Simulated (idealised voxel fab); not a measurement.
You're looking at the process module voxel capacitor over wiring.
The cross-section shown here is cut; it is 270 nm wide and divided into square cells measuring 5 nm on a side.
If you're reading a cross-section in this doc, picture square cells in a grid; it comes to you as bands, top ones listed first down to the bottom, and a band can be one or more rows of cells.
Band: top height; bottom height; in nm. Then, left to right: material with width in nm, for each material. "all across": a single material spanning edge to edge. "blank": empty space.
Counting heights begins at 0, where everything beneath is, in the wafer as received, one material. The lowest band has no bottom; it goes on downwards, as "top 0, no bottom" shows.
A width given as "30->40" starts at the first number in the band's top row and ends at the second number in its bottom row, shifting by an equal amount at every step from row to row.
"stayed the same" means the step left every cell of the cross-section as it was.
Reported under the label "Closed void list" are the empty spaces having no open way to the top and comprising 8 cells or more; the notation for each is width x height at distance, in which the distance is measured from the left edge and all three values are in nm.
On a step's line, text after the settings is the simulator commenting on that step.
Each step line may optionally specify "overlay nm", which for a step with a mask gives the rightward distance between the mask's planned place and where it lay, a negative value indicating the leftward direction.

## The planned process steps are enumerated hereunder
1: RECEIVE [material Si]
2: CONFORMAL_DEP [material SiO2] [thk nm 15]
3: CONFORMAL_DEP [material SiCN] [thk nm 5]
4: DIRECTIONAL_DEP [material lowk] [thk nm 15]
5: PATTERN [tone open] [mask id METAL_1] [material resist] [width nm 25] [pitch nm 95] [thk nm 15] [overlay nm 0]
6: DIRECTIONAL_ETCH [etch materials lowk] [depth nm 15]
7: DIRECTIONAL_ETCH [etch materials SiCN] [depth nm 5]
8: STRIP [etch materials resist]
9: CONFORMAL_DEP [material TiN] [thk nm 5]
10: FILL_DEP [material W] [thk nm 10]
11: CMP [height nm 35]
12: EPI [material Ru] [thk nm 5]
13: FILL_DEP [material SiCN] [thk nm 5]
14: DIRECTIONAL_DEP [material SiO2] [thk nm 15]
15: MASKED_ETCH [tone open] [mask id PLUG_1] [width nm 15] [etch materials SiO2] [depth nm 15] [overlay nm 0]
16: MASKED_ETCH [tone open] [mask id PLUG_1] [width nm 15] [etch materials SiCN] [depth nm 5] [overlay nm 0]
17: EPI [material Ru] [thk nm 10]
18: EPI [material Ru] [thk nm 10]
19: DIRECTIONAL_DEP [material TiN] [thk nm 5]
20: DIRECTIONAL_DEP [material SiN] [thk nm 5]
21: DIRECTIONAL_DEP [material TiN] [thk nm 10]
22: MASKED_ETCH [tone cover] [mask id UPPER_PLATE] [width nm 75] [etch materials TiN] [depth nm 10] [overlay nm 0]
23: MASKED_ETCH [tone cover] [mask id UPPER_PLATE] [width nm 75] [etch materials SiN] [depth nm 5] [overlay nm 0]
24: DIRECTIONAL_DEP [material aC] [thk nm 10]
25: PATTERN [tone cover] [mask id LOWER_PLATE] [material resist] [width nm 85] [thk nm 25] [overlay nm 0]
26: DIRECTIONAL_ETCH [etch materials aC] [depth nm 10]
27: STRIP [etch materials resist]
28: DIRECTIONAL_ETCH [etch materials TiN] [depth nm 5]
29: STRIP [etch materials aC]
30: FILL_DEP [material SiO2] [thk nm 20]
31: CMP [height nm 95]
32: PATTERN [tone open] [mask id PLUG_2] [material resist] [width nm 15] [thk nm 20] [overlay nm 0]
33: DIRECTIONAL_ETCH [etch materials SiO2] [depth nm 15]
34: STRIP [etch materials resist]
35: CONFORMAL_DEP [material TiN] [thk nm 5]
36: FILL_DEP [material W] [thk nm 10]
37: CMP [height nm 95]
38: CONFORMAL_DEP [material SiCN] [thk nm 5]
The wafers are alike at the start. At step 20, their thk nm differs. The plan lists the first wafer's value.

## Cross-section of the first incoming wafer of several, state after step 1
> top 0, no bottom | Si all across
> Closed void list: none

## Rows = wafers. At module end, each row lists per material the cells gained (+) or lost (-) since the wafer was received, then the closed voids
thk nm 5; +26 Ru; +189 SiCN; +15 SiN; +622 SiO2; +76 TiN; +20 W; +132 lowk; Closed void list: none
thk nm 10; +26 Ru; +189 SiCN; +69 SiN; +534 SiO2; +111 TiN; +19 W; +132 lowk; Closed void list: none
thk nm 15; +26 Ru; +189 SiCN; +123 SiN; +483 SiO2; +109 TiN; +18 W; +132 lowk; Closed void list: none
thk nm 20; +26 Ru; +189 SiCN; +177 SiN; +432 SiO2; +106 TiN; +18 W; +132 lowk; Closed void list: none
